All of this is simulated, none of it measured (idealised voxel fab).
Module name: voxel self aligned contacts (process module)
We display cut, a cross-section 165 nm in width whose square cells are each 5 nm.
This document writes a cross-section as a grid whose cells are square, and gives it as bands, listed from the top down; one or more rows of cells form a band. Band: top and bottom heights (nm) first, top before bottom; then materials from left to right, widths in nm. "all across" marks a sole material filling the band edge to edge. "empty" denotes empty space. Height 0 is the level under which the wafer as received is all one material. The lowest band goes on downwards, as in "top 0, no bottom". Top row gets the first number, bottom row gets the second, and each row in between changes by the same step: that is how a band width like "30..40" works. No cell of the cross-section changed in a step that is given as "identical to before". In "Sealed internal cavities" the enclosed voids are listed, meaning empty spaces of 8 cells or larger without any opening to the top. The form is width x height at distance, distance from the left edge, units nm. It should be noted that, on the line of a given step, the content following the step's settings is a remark produced by the simulator itself with respect to that step. When a step includes a mask, the "overlay nm" setting on its line states how far to the right of its planned place that mask lay, and negative values state how far to the left.
Listed below are the process steps as planned
step 1: RECEIVE, material Si
step 2: CONFORMAL_DEP, material SiO2, thk nm 5
step 3: DIRECTIONAL_DEP, material polySi, thk nm 20
step 4: DIRECTIONAL_DEP, material SiN, thk nm 20
step 5: DIRECTIONAL_DEP, material aC, thk nm 15
step 6: PATTERN, tone cover, mask id GATE, material resist, width nm 30, pitch nm 75, thk nm 35, overlay nm 0
step 7: DIRECTIONAL_ETCH, etch materials aC, depth nm 15
step 8: STRIP, etch materials resist
step 9: DIRECTIONAL_ETCH, etch materials SiN, depth nm 20
step 10: DIRECTIONAL_ETCH, etch materials polySi, depth nm 20
step 11: STRIP, etch materials aC
step 12: CONFORMAL_DEP, material SiN, thk nm 10
step 13: DIRECTIONAL_ETCH, etch materials SiN, depth nm 10
step 14: FILL_DEP, material SiO2, thk nm 15
step 15: CMP, height nm 55
step 16: DIRECTIONAL_DEP, material aC, thk nm 10
step 17: PATTERN, tone open, mask id CONTACT, material resist, width nm 55, thk nm 30, overlay nm 0
step 18: DIRECTIONAL_ETCH, etch materials aC, depth nm 10
step 19: STRIP, etch materials resist
step 20: DIRECTIONAL_ETCH, etch materials SiO2, depth nm 55
step 21: STRIP, etch materials aC
step 22: CONFORMAL_DEP, material TiN, thk nm 5
step 23: FILL_DEP, material Ru, thk nm 10
step 24: CMP, height nm 55
step 25: CONFORMAL_DEP, material SiCN, thk nm 5
So, the first of our two wafers, run just as we planned it
Cross-section, incoming material, after step 1
    top 0, no bottom  Si all across
    Sealed internal cavities: none
Once step 2 is through, the wafer looks like this in cross-section
    top 5, bottom 0  SiO2 all across
    Under the height 0 nothing was changed.
Once step 3 is through, the wafer looks like this in cross-section
    top 25, bottom 5  polySi all across
    Under the height 5 nothing was changed.
Once step 4 is through, the wafer looks like this in cross-section
    top 45, bottom 25  SiN all across
    Under the height 25 nothing was changed.
Once step 5 is through, the wafer looks like this in cross-section
    top 60, bottom 45  aC all across
    Under the height 45 nothing was changed.
Once step 6 is through, the wafer looks like this in cross-section
    top 95, bottom 60  30 of empty, 30 of resist, 45 of empty, 30 of resist, 30 of empty
    Under the height 60 nothing was changed.
Once step 7 is through, the wafer looks like this in cross-section
    top 80, bottom 60  30 of empty, 30 of resist, 45 of empty, 30 of resist, 30 of empty
    top 60, bottom 45  30 of empty, 30 of aC, 45 of empty, 30 of aC, 30 of empty
    Under the height 45 nothing was changed.
Once step 8 is through, the wafer looks like this in cross-section
    top 60, bottom 45  30 of empty, 30 of aC, 45 of empty, 30 of aC, 30 of empty
    Under the height 45 nothing was changed.
Once step 9 is through, the wafer looks like this in cross-section
    top 60, bottom 45  30 of empty, 30 of aC, 45 of empty, 30 of aC, 30 of empty
    top 45, bottom 25  30 of empty, 30 of SiN, 45 of empty, 30 of SiN, 30 of empty
    Under the height 25 nothing was changed.
Once step 10 is through, the wafer looks like this in cross-section
    top 60, bottom 45  30 of empty, 30 of aC, 45 of empty, 30 of aC, 30 of empty
    top 45, bottom 25  30 of empty, 30 of SiN, 45 of empty, 30 of SiN, 30 of empty
    top 25, bottom 5  30 of empty, 30 of polySi, 45 of empty, 30 of polySi, 30 of empty
    Under the height 5 nothing was changed.
Once step 11 is through, the wafer looks like this in cross-section
    top 45, bottom 25  30 of empty, 30 of SiN, 45 of empty, 30 of SiN, 30 of empty
    Under the height 25 nothing was changed.
Once step 12 is through, the wafer looks like this in cross-section
    top 55, bottom 25  20 of empty, 50 of SiN, 25 of empty, 50 of SiN, 20 of empty
    top 25, bottom 15  20 of empty, 10 of SiN, 30 of polySi, 10 of SiN, 25 of empty, 10 of SiN, 30 of polySi, 10 of SiN, 20 of empty
    top 15, bottom 5  30 of SiN, 30 of polySi, 45 of SiN, 30 of polySi, 30 of SiN
    Under the height 5 nothing was changed.
Once step 13 is through, the wafer looks like this in cross-section
    top 45, bottom 25  20 of empty, 50 of SiN, 25 of empty, 50 of SiN, 20 of empty
    top 25, bottom 5  20 of empty, 10 of SiN, 30 of polySi, 10 of SiN, 25 of empty, 10 of SiN, 30 of polySi, 10 of SiN, 20 of empty
    Under the height 5 nothing was changed.
Once step 14 is through, the wafer looks like this in cross-section
    top 60, bottom 45  SiO2 all across
    top 45, bottom 25  20 of SiO2, 50 of SiN, 25 of SiO2, 50 of SiN, 20 of SiO2
    top 25, bottom 5  20 of SiO2, 10 of SiN, 30 of polySi, 10 of SiN, 25 of SiO2, 10 of SiN, 30 of polySi, 10 of SiN, 20 of SiO2
    Under the height 5 nothing was changed.
Once step 15 is through, the wafer looks like this in cross-section
    top 55, bottom 45  SiO2 all across
    Under the height 45 nothing was changed.
Once step 16 is through, the wafer looks like this in cross-section
    top 65, bottom 55  aC all across
    Under the height 55 nothing was changed.
Once step 17 is through, the wafer looks like this in cross-section
    top 95, bottom 65  55 of resist, 55 of empty, 55 of resist
    Under the height 65 nothing was changed.
Once step 18 is through, the wafer looks like this in cross-section
    top 85, bottom 65  55 of resist, 55 of empty, 55 of resist
    top 65, bottom 55  55 of aC, 55 of empty, 55 of aC
    Under the height 55 nothing was changed.
Once step 19 is through, the wafer looks like this in cross-section
    top 65, bottom 55  55 of aC, 55 of empty, 55 of aC
    Under the height 55 nothing was changed.
Once step 20 is through, the wafer looks like this in cross-section
    top 65, bottom 55  55 of aC, 55 of empty, 55 of aC
    top 55, bottom 45  55 of SiO2, 55 of empty, 55 of SiO2
    top 45, bottom 25  20 of SiO2, 50 of SiN, 25 of empty, 50 of SiN, 20 of SiO2
    top 25, bottom 5  20 of SiO2, 10 of SiN, 30 of polySi, 10 of SiN, 25 of empty, 10 of SiN, 30 of polySi, 10 of SiN, 20 of SiO2
    top 5, bottom 0  70 of SiO2, 25 of empty, 70 of SiO2
    Under the height 0 nothing was changed.
Once step 21 is through, the wafer looks like this in cross-section
    top 55, bottom 45  55 of SiO2, 55 of empty, 55 of SiO2
    Under the height 45 nothing was changed.
Once step 22 is through, the wafer looks like this in cross-section
    top 60, bottom 55  60 of TiN, 45 of empty, 60 of TiN
    top 55, bottom 45  55 of SiO2, 5..20 of TiN, 45..15 of empty, 5..20 of TiN, 55 of SiO2
    top 45, bottom 25  20 of SiO2, 50 of SiN, 5 of TiN, 15 of empty, 5 of TiN, 50 of SiN, 20 of SiO2
    top 25, bottom 5  20 of SiO2, 10 of SiN, 30 of polySi, 10 of SiN, 5 of TiN, 15 of empty, 5 of TiN, 10 of SiN, 30 of polySi, 10 of SiN, 20 of SiO2
    top 5, bottom 0  70 of SiO2, 25 of TiN, 70 of SiO2
    Under the height 0 nothing was changed.
Once step 23 is through, the wafer looks like this in cross-section
    top 70, bottom 60  Ru all across
    top 60, bottom 55  60 of TiN, 45 of Ru, 60 of TiN
    top 55, bottom 45  55 of SiO2, 5..20 of TiN, 45..15 of Ru, 5..20 of TiN, 55 of SiO2
    top 45, bottom 25  20 of SiO2, 50 of SiN, 5 of TiN, 15 of Ru, 5 of TiN, 50 of SiN, 20 of SiO2
    top 25, bottom 5  20 of SiO2, 10 of SiN, 30 of polySi, 10 of SiN, 5 of TiN, 15 of Ru, 5 of TiN, 10 of SiN, 30 of polySi, 10 of SiN, 20 of SiO2
    Under the height 5 nothing was changed.
Once step 24 is through, the wafer looks like this in cross-section
    top 55, bottom 45  55 of SiO2, 5..20 of TiN, 45..15 of Ru, 5..20 of TiN, 55 of SiO2
    Under the height 45 nothing was changed.
Once step 25 is through, the wafer looks like this in cross-section
    top 60, bottom 55  SiCN all across
    Under the height 55 nothing was changed.
second wafer: like start, like plan, one mistake. Through step 5 it matches the first wafer
Second wafer, cut view, end of step 6 per plan
    top 95, bottom 60  20 of empty, 30 of resist, 45 of empty, 30 of resist, 40 of empty
    Under the height 60 nothing was changed.
Second wafer, cut view, end of step 7 per plan
    top 80, bottom 60  20 of empty, 30 of resist, 45 of empty, 30 of resist, 40 of empty
    top 60, bottom 45  20 of empty, 30 of aC, 45 of empty, 30 of aC, 40 of empty
    Under the height 45 nothing was changed.
Second wafer, cut view, end of step 8 per plan
    top 60, bottom 45  20 of empty, 30 of aC, 45 of empty, 30 of aC, 40 of empty
    Under the height 45 nothing was changed.
Second wafer, cut view, end of step 9 per plan
    top 60, bottom 45  20 of empty, 30 of aC, 45 of empty, 30 of aC, 40 of empty
    top 45, bottom 25  20 of empty, 30 of SiN, 45 of empty, 30 of SiN, 40 of empty
    Under the height 25 nothing was changed.
Second wafer, cut view, end of step 10 per plan
    top 60, bottom 45  20 of empty, 30 of aC, 45 of empty, 30 of aC, 40 of empty
    top 45, bottom 25  20 of empty, 30 of SiN, 45 of empty, 30 of SiN, 40 of empty
    top 25, bottom 5  20 of empty, 30 of polySi, 45 of empty, 30 of polySi, 40 of empty
    Under the height 5 nothing was changed.
Second wafer, cut view, end of step 11 per plan
    top 45, bottom 25  20 of empty, 30 of SiN, 45 of empty, 30 of SiN, 40 of empty
    Under the height 25 nothing was changed.
Second wafer, cut view, end of step 12 per plan
    top 55, bottom 25  10 of empty, 50 of SiN, 25 of empty, 50 of SiN, 30 of empty
    top 25, bottom 15  10 of empty, 10 of SiN, 30 of polySi, 10 of SiN, 25 of empty, 10 of SiN, 30 of polySi, 10 of SiN, 30 of empty
    top 15, bottom 5  20 of SiN, 30 of polySi, 45 of SiN, 30 of polySi, 40 of SiN
    Under the height 5 nothing was changed.
Second wafer, cut view, end of step 13 per plan
    top 45, bottom 25  10 of empty, 50 of SiN, 25 of empty, 50 of SiN, 30 of empty
    top 25, bottom 5  10 of empty, 10 of SiN, 30 of polySi, 10 of SiN, 25 of empty, 10 of SiN, 30 of polySi, 10 of SiN, 30 of empty
    Under the height 5 nothing was changed.
Second wafer, cut view, end of step 14 per plan
    top 60, bottom 45  SiO2 all across
    top 45, bottom 25  10 of SiO2, 50 of SiN, 25 of SiO2, 50 of SiN, 30 of SiO2
    top 25, bottom 5  10 of SiO2, 10 of SiN, 30 of polySi, 10 of SiN, 25 of SiO2, 10 of SiN, 30 of polySi, 10 of SiN, 30 of SiO2
    Under the height 5 nothing was changed.
Second wafer, cut view, end of step 15 per plan
    top 55, bottom 45  SiO2 all across
    Under the height 45 nothing was changed.
Second wafer, cut view, end of step 16 per plan
    top 65, bottom 55  aC all across
    Under the height 55 nothing was changed.
Second wafer, cut view, end of step 17 per plan
    top 95, bottom 65  55 of resist, 55 of empty, 55 of resist
    Under the height 65 nothing was changed.
Second wafer, cut view, end of step 18 per plan
    top 85, bottom 65  55 of resist, 55 of empty, 55 of resist
    top 65, bottom 55  55 of aC, 55 of empty, 55 of aC
    Under the height 55 nothing was changed.
Second wafer, cut view, end of step 19 per plan
    top 65, bottom 55  55 of aC, 55 of empty, 55 of aC
    Under the height 55 nothing was changed.
Second wafer, cut view, end of step 20 per plan
    top 65, bottom 55  55 of aC, 55 of empty, 55 of aC
    top 55, bottom 45  55 of SiO2, 55 of empty, 55 of SiO2
    top 45, bottom 25  10 of SiO2, 50 of SiN, 25 of empty, 50 of SiN, 30 of SiO2
    top 25, bottom 5  10 of SiO2, 10 of SiN, 30 of polySi, 10 of SiN, 25 of empty, 10 of SiN, 30 of polySi, 10 of SiN, 30 of SiO2
    top 5, bottom 0  60 of SiO2, 25 of empty, 80 of SiO2
    Under the height 0 nothing was changed.
Second wafer, cut view, end of step 21 per plan
    top 55, bottom 45  55 of SiO2, 55 of empty, 55 of SiO2
    Under the height 45 nothing was changed.
Second wafer, cut view, end of step 22 per plan
    top 60, bottom 55  60 of TiN, 45 of empty, 60 of TiN
    top 55, bottom 45  55 of SiO2, 5..10 of TiN, 45..15 of empty, 5..30 of TiN, 55 of SiO2
    top 45, bottom 25  10 of SiO2, 50 of SiN, 5 of TiN, 15 of empty, 5 of TiN, 50 of SiN, 30 of SiO2
    top 25, bottom 5  10 of SiO2, 10 of SiN, 30 of polySi, 10 of SiN, 5 of TiN, 15 of empty, 5 of TiN, 10 of SiN, 30 of polySi, 10 of SiN, 30 of SiO2
    top 5, bottom 0  60 of SiO2, 25 of TiN, 80 of SiO2
    Under the height 0 nothing was changed.
Second wafer, cut view, end of step 23 per plan
    top 70, bottom 60  Ru all across
    top 60, bottom 55  60 of TiN, 45 of Ru, 60 of TiN
    top 55, bottom 45  55 of SiO2, 5..10 of TiN, 45..15 of Ru, 5..30 of TiN, 55 of SiO2
    top 45, bottom 25  10 of SiO2, 50 of SiN, 5 of TiN, 15 of Ru, 5 of TiN, 50 of SiN, 30 of SiO2
    top 25, bottom 5  10 of SiO2, 10 of SiN, 30 of polySi, 10 of SiN, 5 of TiN, 15 of Ru, 5 of TiN, 10 of SiN, 30 of polySi, 10 of SiN, 30 of SiO2
    Under the height 5 nothing was changed.
Second wafer, cut view, end of step 24 per plan
    top 55, bottom 45  55 of SiO2, 5..10 of TiN, 45..15 of Ru, 5..30 of TiN, 55 of SiO2
    Under the height 45 nothing was changed.
Second wafer, cut view, end of step 25 per plan
    top 60, bottom 55  SiCN all across
    Under the height 55 nothing was changed.
Which mistake was made when the wafer was run? step 6 off recipe, ran as PATTERN, tone cover, mask id GATE, material resist, width nm 30, pitch nm 75, thk nm 35, overlay nm -10
The two final wafers agree on how many cells each material fills and disagree on which cells those are.
